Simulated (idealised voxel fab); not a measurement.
The following is a process module called voxel capacitor over wiring.
It is cross-section cut that appears here, measuring 290 nm in width, its square cells being 5 nm in size.
How to read a cross-section here: the picture is a grid of square cells, written as bands going from the top down, and any band can span one or more rows of cells.
Quick guide to a band line: top height, bottom height (nm) up front; then every material left to right with its width in nm. Only one material and it's marked "full width"? Then it fills the band edge to edge. And "blank" just means empty space.
Below 0: as-received wafer, all one material; heights counted from there. Lowest band: no bottom, goes on down, written "top 0, no bottom".
The width entry "30 to 40" should be interpreted row by row: the top row of cells in the band takes the first number, the bottom row takes the second number, and the change between adjacent rows is uniform throughout.
For the purposes of this document, the phrase "remained the same" attached to a step denotes that no cell within the cross-section was modified by that step.
For the entry "Voids, enclosed", the listed items are empty spaces with no open way to the top whose size is 8 cells or more; each item follows the pattern width x height at distance, where distance is from the left edge and all three are in nm.
It should be noted that, on the line of a given step, the content following the step's settings is a remark produced by the simulator itself with respect to that step.
You can add "overlay nm" to a step's line. For a step with a mask, it describes how far the mask lay to the right of its planned position, and a negative number describes a lay to the left.
### The planned process steps are enumerated hereunder
1 RECEIVE with material Si
2 CONFORMAL_DEP with material SiO2, thk nm 15
3 CONFORMAL_DEP with material SiN, thk nm 5
4 DIRECTIONAL_DEP with material lowk, thk nm 25
5 DIRECTIONAL_DEP with material aC, thk nm 10
6 PATTERN with tone open, mask id METAL_1, material resist, width nm 30, pitch nm 85, thk nm 30, overlay nm 0
7 DIRECTIONAL_ETCH with etch materials aC, depth nm 10
8 STRIP with etch materials resist
9 DIRECTIONAL_ETCH with etch materials lowk, depth nm 25
10 DIRECTIONAL_ETCH with etch materials SiN, depth nm 5
11 STRIP with etch materials aC
12 CONFORMAL_DEP with material TiN, thk nm 5
13 FILL_DEP with material W, thk nm 5
14 CMP with height nm 45
15 CONFORMAL_DEP with material SiCN, thk nm 5
16 DIRECTIONAL_DEP with material SiO2, thk nm 15
17 MASKED_ETCH with tone open, mask id PLUG_1, width nm 15, etch materials SiO2, depth nm 15, overlay nm 0
18 MASKED_ETCH with tone open, mask id PLUG_1, width nm 15, etch materials SiCN, depth nm 5, overlay nm 0
19 EPI with material Ru, thk nm 10
20 EPI with material Ru, thk nm 10
21 DIRECTIONAL_DEP with material TiN, thk nm 5
22 DIRECTIONAL_DEP with material HfO2, thk nm 5
23 DIRECTIONAL_DEP with material TiN, thk nm 10
24 MASKED_ETCH with tone cover, mask id UPPER_PLATE, width nm 60, etch materials TiN, depth nm 10, overlay nm 0
25 MASKED_ETCH with tone cover, mask id UPPER_PLATE, width nm 60, etch materials HfO2, depth nm 5, overlay nm 0
26 DIRECTIONAL_DEP with material aC, thk nm 10
27 PATTERN with tone cover, mask id LOWER_PLATE, material resist, width nm 70, thk nm 25, overlay nm 0
28 DIRECTIONAL_ETCH with etch materials aC, depth nm 10
29 STRIP with etch materials resist
30 DIRECTIONAL_ETCH with etch materials TiN, depth nm 5
31 STRIP with etch materials aC
32 FILL_DEP with material SiO2, thk nm 20
33 CMP with height nm 100
34 DIRECTIONAL_DEP with material aC, thk nm 15
35 PATTERN with tone open, mask id PLUG_2, material resist, width nm 15, thk nm 30, overlay nm 0
36 DIRECTIONAL_ETCH with etch materials aC, depth nm 15
37 STRIP with etch materials resist
38 DIRECTIONAL_ETCH with etch materials SiO2, depth nm 15
39 STRIP with etch materials aC
40 CONFORMAL_DEP with material TiN, thk nm 5
41 FILL_DEP with material Cu, thk nm 5
42 CMP with height nm 100
43 CONFORMAL_DEP with material SiN, thk nm 5
### Wafer at receipt (post step 1), cross-section
top 0, no bottom = Si full width
Voids, enclosed: none
### First of two wafers at the end of the module, shown in cross-section; run carried out as planned
top 105, bottom 100 = SiN full width
top 100, bottom 90 = SiO2: 110, TiN: 5, Cu: 5, TiN: 5, SiO2: 165
top 90, bottom 85 = SiO2: 110, TiN: 15, SiO2: 165
top 85, bottom 75 = SiO2: 100, TiN: 60, SiO2: 130
top 75, bottom 70 = SiO2: 100, HfO2: 60, SiO2: 130
top 70, bottom 65 = SiO2: 95, TiN: 70, SiO2: 125
top 65, bottom 50 = SiO2: 100, Ru: 15, SiO2: 175
top 50, bottom 45 = SiCN: 100, Ru: 15, SiCN: 175
top 45, bottom 20 = lowk: 85, TiN: 5, W: 20, TiN: 5, lowk: 55, TiN: 5, W: 20, TiN: 5, lowk: 90
top 20, bottom 15 = SiN: 85, TiN: 30, SiN: 55, TiN: 30, SiN: 90
top 15, bottom 0 = SiO2 full width
top 0, no bottom = Si full width
Voids, enclosed: none
### Second wafer through the module, sectioned at the end: same beginning and same plan as the first wafer, with one mistake in carrying it out
top 105, bottom 100 = SiN full width
top 100, bottom 90 = SiO2: 110, TiN: 5, Cu: 5, TiN: 5, SiO2: 165
top 90, bottom 85 = SiO2: 110, TiN: 15, SiO2: 165
top 85, bottom 75 = SiO2: 100, TiN: 60, SiO2: 130
top 75, bottom 70 = SiO2: 100, HfO2: 60, SiO2: 130
top 70, bottom 65 = SiO2: 95, TiN: 70, SiO2: 125
top 65, bottom 50 = SiO2: 100, Ru: 20, SiO2: 170
top 50, bottom 45 = SiCN: 100, Ru: 15, SiCN: 175
top 45, bottom 20 = lowk: 85, TiN: 5, W: 20, TiN: 5, lowk: 55, TiN: 5, W: 20, TiN: 5, lowk: 90
top 20, bottom 15 = SiN: 85, TiN: 30, SiN: 55, TiN: 30, SiN: 90
top 15, bottom 0 = SiO2 full width
top 0, no bottom = Si full width
Voids, enclosed: none
The plan and the run diverged here: step 17 did not use the planned setting and instead ran as MASKED_ETCH with tone open, mask id PLUG_1, width nm 20, etch materials SiO2, depth nm 15, overlay nm 0
Final comparison by cell count, materials where the second wafer has more or fewer than the first: Ru: 3 more, SiO2: 3 fewer
